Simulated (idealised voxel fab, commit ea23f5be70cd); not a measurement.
This section sets out a process module, namely voxel released beams.
cross-section cut | 295 nm wide | cells 5 nm
Square cells in a grid make up a cross-section in this document, and the grid is given as bands, listed from the top down, each one or more rows of cells.
What a band's entry tells you: where the top is and where the bottom is, as heights in nm, and after that what lies inside, material by material from left to right, each with its width in nm. Empty space is written as the word "empty", and a single material marked with the word "edge to edge" occupies the band from edge to edge.
Height 0 is the level under which the wafer as received is all one material. The lowest band goes on downwards, as in "0 -> down".
The expression "30 to 40" gives the width at the extremes of the band, the first number at its top row of cells and the second at its bottom row, with the width changing by equal amounts from each row to the next in between.
"no change" (step): cross-section cells unchanged, all of them.
Entry "Closed cavity list". Content: empty spaces with no open connection to the top, size 8 cells or greater. Each: width x height at distance. Distance: from left edge. Unit: nm.
On a step's line, text after the settings is the simulator commenting on that step.
overlay nm, on a step with a mask: how far to the right of its planned place the mask lay; to the left if negative

Below is the list of planned process steps
| 1 | RECEIVE, material Si |
| 2 | CONFORMAL_DEP, material Al2O3, thk nm 10 |
| 3 | DIRECTIONAL_DEP, material SiO2, thk nm 15 |
| 4 | PATTERN, tone open, mask id ANCHOR, material resist, width nm 35, thk nm 20, overlay nm 0 |
| 5 | DIRECTIONAL_ETCH, etch materials SiO2, depth nm 15 |
| 6 | STRIP, etch materials resist |
| 7 | CONFORMAL_DEP, material SiN, thk nm 15 |
| 8 | DIRECTIONAL_DEP, material aC, thk nm 15 |
| 9 | PATTERN, tone cover, mask id BEAM, material resist, width nm 115, thk nm 30, overlay nm 0 |
| 10 | DIRECTIONAL_ETCH, etch materials aC, depth nm 15 |
| 11 | STRIP, etch materials resist |
| 12 | DIRECTIONAL_ETCH, etch materials SiN, depth nm 15 |
| 13 | STRIP, etch materials aC |
| 14 | STRIP, etch materials SiO2 |

So this is the incoming wafer in cross-section - it's already been through step 1
0 -> down = Si edge to edge
Closed cavity list: none

Final wafer profile in cross-section after the module, from the same start and plan as above, with one mistake made during processing
30 -> 15 = empty 85; SiN 20; empty 5; SiN 90; empty 95
15 -> 0 = empty 90; SiN 35; empty 170
0 -> down = Si edge to edge
Closed cavity list: none
Misprocessing identified: step 2 was dropped from the plan's execution and never run
